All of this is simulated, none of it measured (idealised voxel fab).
Herein follows the process module entitled voxel capacitor over wiring.
Pictured: cross-section cut, 260 nm wide, on a grid of 5 nm square cells.
Heads up, the way a cross-section reads in here is a grid of square cells, handed over as bands from the top down, with every band being one or more rows of cells.
Heights first: top, then bottom, in nm. Then materials, left to right, each with a width in nm. "all across" on a single material: fills the band edge to edge. "empty": empty space.
We count height from 0. Below that, the starting wafer is all one material. The lowest band never ends at the bottom but goes on down; see "from 0 down" for how that is written.
Read "30..40" as a graded width: first number on top, second number at the bottom, same change between each pair of neighbouring rows.
"stayed the same" for a step: no cell of the cross-section changed in that step.
If an empty space has no open way to the top and is at least 8 cells in size, "Sealed void listing" lists it, written width x height at distance, where distance is measured from the left edge and every value is in nm.
Post-settings text on a step line: simulator's own remark regarding the step.
overlay nm: mask right of planned place by this much (step with mask). Neg. = left.
Process steps (planned):
| 1 | RECEIVE | material Si |
| 2 | CONFORMAL_DEP | material SiO2 | thk nm 10 |
| 3 | DIRECTIONAL_DEP | material TiN | thk nm 5 |
| 4 | DIRECTIONAL_DEP | material W | thk nm 15 |
| 5 | MASKED_ETCH | tone cover | mask id METAL_1 | width nm 30 | pitch nm 100 | etch materials W | depth nm 15 | overlay nm 0 |
| 6 | MASKED_ETCH | tone cover | mask id METAL_1 | width nm 30 | pitch nm 100 | etch materials TiN | depth nm 5 | overlay nm 0 |
| 7 | CONFORMAL_DEP | material SiN | thk nm 5 |
| 8 | FILL_DEP | material lowk | thk nm 10 |
| 9 | CMP | height nm 30 |
| 10 | CONFORMAL_DEP | material SiCN | thk nm 5 |
| 11 | DIRECTIONAL_DEP | material lowk | thk nm 15 |
| 12 | MASKED_ETCH | tone open | mask id PLUG_1 | width nm 15 | etch materials lowk | depth nm 15 | overlay nm 0 |
| 13 | MASKED_ETCH | tone open | mask id PLUG_1 | width nm 15 | etch materials SiCN | depth nm 5 | overlay nm 0 |
| 14 | EPI | material Ru | thk nm 10 |
| 15 | EPI | material Ru | thk nm 10 |
| 16 | DIRECTIONAL_DEP | material TiN | thk nm 5 |
| 17 | DIRECTIONAL_DEP | material HfO2 | thk nm 5 |
| 18 | DIRECTIONAL_DEP | material TiN | thk nm 10 |
| 19 | DIRECTIONAL_DEP | material aC | thk nm 15 |
| 20 | PATTERN | tone cover | mask id UPPER_PLATE | material resist | width nm 75 | thk nm 35 | overlay nm 0 |
| 21 | DIRECTIONAL_ETCH | etch materials aC | depth nm 15 |
| 22 | STRIP | etch materials resist |
| 23 | DIRECTIONAL_ETCH | etch materials TiN | depth nm 10 |
| 24 | DIRECTIONAL_ETCH | etch materials HfO2 | depth nm 5 |
| 25 | STRIP | etch materials aC |
| 26 | DIRECTIONAL_DEP | material aC | thk nm 15 |
| 27 | PATTERN | tone cover | mask id LOWER_PLATE | material resist | width nm 85 | thk nm 30 | overlay nm 0 |
| 28 | DIRECTIONAL_ETCH | etch materials aC | depth nm 15 |
| 29 | STRIP | etch materials resist |
| 30 | DIRECTIONAL_ETCH | etch materials TiN | depth nm 5 |
| 31 | STRIP | etch materials aC |
| 32 | FILL_DEP | material SiO2 | thk nm 15 |
| 33 | CMP | height nm 80 |
| 34 | DIRECTIONAL_DEP | material aC | thk nm 10 |
| 35 | PATTERN | tone open | mask id PLUG_2 | material resist | width nm 15 | thk nm 25 | overlay nm 0 |
| 36 | DIRECTIONAL_ETCH | etch materials aC | depth nm 10 |
| 37 | STRIP | etch materials resist |
| 38 | DIRECTIONAL_ETCH | etch materials SiO2 | depth nm 10 |
| 39 | STRIP | etch materials aC |
| 40 | CONFORMAL_DEP | material TiN | thk nm 5 |
| 41 | FILL_DEP | material Cu | thk nm 5 |
| 42 | CMP | height nm 80 |
| 43 | CONFORMAL_DEP | material SiN | thk nm 5 |
The first of a set of two wafers, run to plan:
Cross-section of the wafer upon arrival, representing the state reached after step 1:
from 0 down  Si all across
Sealed void listing: none
The wafer, seen in cross-section, after step 2:
from 10 to 0  SiO2 all across
Unchanged below 0.
The wafer, seen in cross-section, after step 3:
from 15 to 10  TiN all across
Unchanged below 10.
The wafer, seen in cross-section, after step 4:
from 30 to 15  W all across
Unchanged below 15.
The wafer, seen in cross-section, after step 5:
from 30 to 15  65 nm empty; 30 nm W; 70 nm empty; 30 nm W; 65 nm empty
Unchanged below 15.
The wafer, seen in cross-section, after step 6:
from 30 to 15  65 nm empty; 30 nm W; 70 nm empty; 30 nm W; 65 nm empty
from 15 to 10  65 nm empty; 30 nm TiN; 70 nm empty; 30 nm TiN; 65 nm empty
Unchanged below 10.
The wafer, seen in cross-section, after step 7:
from 35 to 30  60 nm empty; 40 nm SiN; 60 nm empty; 40 nm SiN; 60 nm empty
from 30 to 15  60 nm empty; 5 nm SiN; 30 nm W; 5 nm SiN; 60 nm empty; 5 nm SiN; 30 nm W; 5 nm SiN; 60 nm empty
from 15 to 10  65 nm SiN; 30 nm TiN; 70 nm SiN; 30 nm TiN; 65 nm SiN
Unchanged below 10.
The wafer, seen in cross-section, after step 8:
from 45 to 35  lowk all across
from 35 to 30  60 nm lowk; 40 nm SiN; 60 nm lowk; 40 nm SiN; 60 nm lowk
from 30 to 15  60 nm lowk; 5 nm SiN; 30 nm W; 5 nm SiN; 60 nm lowk; 5 nm SiN; 30 nm W; 5 nm SiN; 60 nm lowk
Unchanged below 15.
The wafer, seen in cross-section, after step 9:
from 30 to 15  60 nm lowk; 5 nm SiN; 30 nm W; 5 nm SiN; 60 nm lowk; 5 nm SiN; 30 nm W; 5 nm SiN; 60 nm lowk
Unchanged below 15.
The wafer, seen in cross-section, after step 10:
from 35 to 30  SiCN all across
Unchanged below 30.
The wafer, seen in cross-section, after step 11:
from 50 to 35  lowk all across
Unchanged below 35.
The wafer, seen in cross-section, after step 12:
from 50 to 35  80 nm lowk; 15 nm empty; 165 nm lowk
Unchanged below 35.
The wafer, seen in cross-section, after step 13:
from 50 to 35  80 nm lowk; 15 nm empty; 165 nm lowk
from 35 to 30  80 nm SiCN; 15 nm empty; 165 nm SiCN
Unchanged below 30.
The wafer, seen in cross-section, after step 14:
from 50 to 40  80 nm lowk; 15 nm empty; 165 nm lowk
from 40 to 35  80 nm lowk; 15 nm Ru; 165 nm lowk
from 35 to 30  80 nm SiCN; 15 nm Ru; 165 nm SiCN
Unchanged below 30.
The wafer, seen in cross-section, after step 15:
from 50 to 35  80 nm lowk; 15 nm Ru; 165 nm lowk
Unchanged below 35.
The wafer, seen in cross-section, after step 16:
from 55 to 50  TiN all across
Unchanged below 50.
The wafer, seen in cross-section, after step 17:
from 60 to 55  HfO2 all across
Unchanged below 55.
The wafer, seen in cross-section, after step 18:
from 70 to 60  TiN all across
Unchanged below 60.
The wafer, seen in cross-section, after step 19:
from 85 to 70  aC all across
Unchanged below 70.
The wafer, seen in cross-section, after step 20:
from 120 to 85  80 nm empty; 75 nm resist; 105 nm empty
Unchanged below 85.
The wafer, seen in cross-section, after step 21:
from 105 to 85  80 nm empty; 75 nm resist; 105 nm empty
from 85 to 70  80 nm empty; 75 nm aC; 105 nm empty
Unchanged below 70.
The wafer, seen in cross-section, after step 22:
from 85 to 70  80 nm empty; 75 nm aC; 105 nm empty
Unchanged below 70.
The wafer, seen in cross-section, after step 23:
from 85 to 70  80 nm empty; 75 nm aC; 105 nm empty
from 70 to 60  80 nm empty; 75 nm TiN; 105 nm empty
Unchanged below 60.
The wafer, seen in cross-section, after step 24:
from 85 to 70  80 nm empty; 75 nm aC; 105 nm empty
from 70 to 60  80 nm empty; 75 nm TiN; 105 nm empty
from 60 to 55  80 nm empty; 75 nm HfO2; 105 nm empty
Unchanged below 55.
The wafer, seen in cross-section, after step 25:
from 70 to 60  80 nm empty; 75 nm TiN; 105 nm empty
Unchanged below 60.
The wafer, seen in cross-section, after step 26:
from 85 to 70  80 nm empty; 75 nm aC; 105 nm empty
from 70 to 60  80 nm aC; 75 nm TiN; 105 nm aC
from 60 to 55  80 nm aC; 75 nm HfO2; 105 nm aC
Unchanged below 55.
The wafer, seen in cross-section, after step 27:
from 115 to 85  75 nm empty; 85 nm resist; 100 nm empty
from 85 to 70  75 nm empty; 5 nm resist; 75 nm aC; 5 nm resist; 100 nm empty
Unchanged below 70.
The wafer, seen in cross-section, after step 28:
from 100 to 85  75 nm empty; 85 nm resist; 100 nm empty
from 85 to 70  75 nm empty; 5 nm resist; 75 nm aC; 5 nm resist; 100 nm empty
from 70 to 60  75 nm empty; 5 nm aC; 75 nm TiN; 5 nm aC; 100 nm empty
from 60 to 55  75 nm empty; 5 nm aC; 75 nm HfO2; 5 nm aC; 100 nm empty
Unchanged below 55.
The wafer, seen in cross-section, after step 29:
from 85 to 70  80 nm empty; 75 nm aC; 105 nm empty
Unchanged below 70.
The wafer, seen in cross-section, after step 30:
from 85 to 70  80 nm empty; 75 nm aC; 105 nm empty
from 70 to 60  75 nm empty; 5 nm aC; 75 nm TiN; 5 nm aC; 100 nm empty
from 60 to 55  75 nm empty; 5 nm aC; 75 nm HfO2; 5 nm aC; 100 nm empty
from 55 to 50  75 nm empty; 85 nm TiN; 100 nm empty
Unchanged below 50.
The wafer, seen in cross-section, after step 31:
from 70 to 60  80 nm empty; 75 nm TiN; 105 nm empty
from 60 to 55  80 nm empty; 75 nm HfO2; 105 nm empty
Unchanged below 55.
The wafer, seen in cross-section, after step 32:
from 85 to 70  SiO2 all across
from 70 to 60  80 nm SiO2; 75 nm TiN; 105 nm SiO2
from 60 to 55  80 nm SiO2; 75 nm HfO2; 105 nm SiO2
from 55 to 50  75 nm SiO2; 85 nm TiN; 100 nm SiO2
Unchanged below 50.
The wafer, seen in cross-section, after step 33:
from 80 to 70  SiO2 all across
Unchanged below 70.
The wafer, seen in cross-section, after step 34:
from 90 to 80  aC all across
Unchanged below 80.
The wafer, seen in cross-section, after step 35:
from 115 to 90  90 nm resist; 15 nm empty; 155 nm resist
Unchanged below 90.
The wafer, seen in cross-section, after step 36:
from 105 to 90  90 nm resist; 15 nm empty; 155 nm resist
from 90 to 80  90 nm aC; 15 nm empty; 155 nm aC
Unchanged below 80.
The wafer, seen in cross-section, after step 37:
from 90 to 80  90 nm aC; 15 nm empty; 155 nm aC
Unchanged below 80.
The wafer, seen in cross-section, after step 38:
from 90 to 80  90 nm aC; 15 nm empty; 155 nm aC
from 80 to 70  90 nm SiO2; 15 nm empty; 155 nm SiO2
Unchanged below 70.
The wafer, seen in cross-section, after step 39:
from 80 to 70  90 nm SiO2; 15 nm empty; 155 nm SiO2
Unchanged below 70.
The wafer, seen in cross-section, after step 40:
from 85 to 80  95 nm TiN; 5 nm empty; 160 nm TiN
from 80 to 75  90 nm SiO2; 5 nm TiN; 5 nm empty; 5 nm TiN; 155 nm SiO2
from 75 to 70  90 nm SiO2; 15 nm TiN; 155 nm SiO2
Unchanged below 70.
The wafer, seen in cross-section, after step 41:
from 90 to 85  Cu all across
from 85 to 80  95 nm TiN; 5 nm Cu; 160 nm TiN
from 80 to 75  90 nm SiO2; 5 nm TiN; 5 nm Cu; 5 nm TiN; 155 nm SiO2
Unchanged below 75.
The wafer, seen in cross-section, after step 42:
from 80 to 75  90 nm SiO2; 5 nm TiN; 5 nm Cu; 5 nm TiN; 155 nm SiO2
Unchanged below 75.
The wafer, seen in cross-section, after step 43:
from 85 to 80  SiN all across
Unchanged below 80.
The Second Wafer: Common Origin and Plan, One Mistake in Execution, Identical to the First Through Step 16:
Second wafer, cut view, end of step 17 per plan:
from 70 to 55  HfO2 all across
Unchanged below 55.
Second wafer, cut view, end of step 18 per plan:
from 80 to 70  TiN all across
Unchanged below 70.
Second wafer, cut view, end of step 19 per plan:
from 95 to 80  aC all across
Unchanged below 80.
Second wafer, cut view, end of step 20 per plan:
from 130 to 95  80 nm empty; 75 nm resist; 105 nm empty
Unchanged below 95.
Second wafer, cut view, end of step 21 per plan:
from 115 to 95  80 nm empty; 75 nm resist; 105 nm empty
from 95 to 80  80 nm empty; 75 nm aC; 105 nm empty
Unchanged below 80.
Second wafer, cut view, end of step 22 per plan:
from 95 to 80  80 nm empty; 75 nm aC; 105 nm empty
Unchanged below 80.
Second wafer, cut view, end of step 23 per plan:
from 95 to 80  80 nm empty; 75 nm aC; 105 nm empty
from 80 to 70  80 nm empty; 75 nm TiN; 105 nm empty
Unchanged below 70.
Second wafer, cut view, end of step 24 per plan:
from 95 to 80  80 nm empty; 75 nm aC; 105 nm empty
from 80 to 70  80 nm empty; 75 nm TiN; 105 nm empty
from 70 to 65  80 nm empty; 75 nm HfO2; 105 nm empty
Unchanged below 65.
Second wafer, cut view, end of step 25 per plan:
from 80 to 70  80 nm empty; 75 nm TiN; 105 nm empty
Unchanged below 70.
Second wafer, cut view, end of step 26 per plan:
from 95 to 80  80 nm empty; 75 nm aC; 105 nm empty
from 80 to 70  80 nm aC; 75 nm TiN; 105 nm aC
from 70 to 65  80 nm aC; 75 nm HfO2; 105 nm aC
Unchanged below 65.
Second wafer, cut view, end of step 27 per plan:
from 125 to 95  75 nm empty; 85 nm resist; 100 nm empty
from 95 to 80  75 nm empty; 5 nm resist; 75 nm aC; 5 nm resist; 100 nm empty
Unchanged below 80.
Second wafer, cut view, end of step 28 per plan:
from 110 to 95  75 nm empty; 85 nm resist; 100 nm empty
from 95 to 80  75 nm empty; 5 nm resist; 75 nm aC; 5 nm resist; 100 nm empty
from 80 to 70  75 nm empty; 5 nm aC; 75 nm TiN; 5 nm aC; 100 nm empty
from 70 to 65  75 nm empty; 5 nm aC; 75 nm HfO2; 5 nm aC; 100 nm empty
Unchanged below 65.
Second wafer, cut view, end of step 29 per plan:
from 95 to 80  80 nm empty; 75 nm aC; 105 nm empty
Unchanged below 80.
Second wafer, cut view, end of step 30 per plan: stayed the same
Second wafer, cut view, end of step 31 per plan:
from 80 to 70  80 nm empty; 75 nm TiN; 105 nm empty
from 70 to 65  80 nm empty; 75 nm HfO2; 105 nm empty
Unchanged below 65.
Second wafer, cut view, end of step 32 per plan:
from 95 to 80  SiO2 all across
from 80 to 70  80 nm SiO2; 75 nm TiN; 105 nm SiO2
from 70 to 65  80 nm SiO2; 75 nm HfO2; 105 nm SiO2
Unchanged below 65.
Second wafer, cut view, end of step 33 per plan:
from 80 to 70  80 nm SiO2; 75 nm TiN; 105 nm SiO2
Unchanged below 70.
Second wafer, cut view, end of step 34 per plan:
from 90 to 80  aC all across
Unchanged below 80.
Second wafer, cut view, end of step 35 per plan:
from 115 to 90  90 nm resist; 15 nm empty; 155 nm resist
Unchanged below 90.
Second wafer, cut view, end of step 36 per plan:
from 105 to 90  90 nm resist; 15 nm empty; 155 nm resist
from 90 to 80  90 nm aC; 15 nm empty; 155 nm aC
Unchanged below 80.
Second wafer, cut view, end of step 37 per plan:
from 90 to 80  90 nm aC; 15 nm empty; 155 nm aC
Unchanged below 80.
Second wafer, cut view, end of step 38 per plan: stayed the same
Second wafer, cut view, end of step 39 per plan:
from 80 to 70  80 nm SiO2; 75 nm TiN; 105 nm SiO2
Unchanged below 70.
Second wafer, cut view, end of step 40 per plan:
from 85 to 80  TiN all across
Unchanged below 80.
Second wafer, cut view, end of step 41 per plan:
from 90 to 85  Cu all across
Unchanged below 85.
Second wafer, cut view, end of step 42 per plan:
from 80 to 70  80 nm SiO2; 75 nm TiN; 105 nm SiO2
Unchanged below 70.
Second wafer, cut view, end of step 43 per plan:
from 85 to 80  SiN all across
Unchanged below 80.
Where did the run depart from the plan? it should be noted that step 17 was executed with settings other than those planned, the operation and settings actually applied being DIRECTIONAL_DEP | material HfO2 | thk nm 15
Count the cells at the end and the second wafer has more or fewer of some materials than the first: Cu -1, HfO2 +104, SiO2 -133, TiN +30
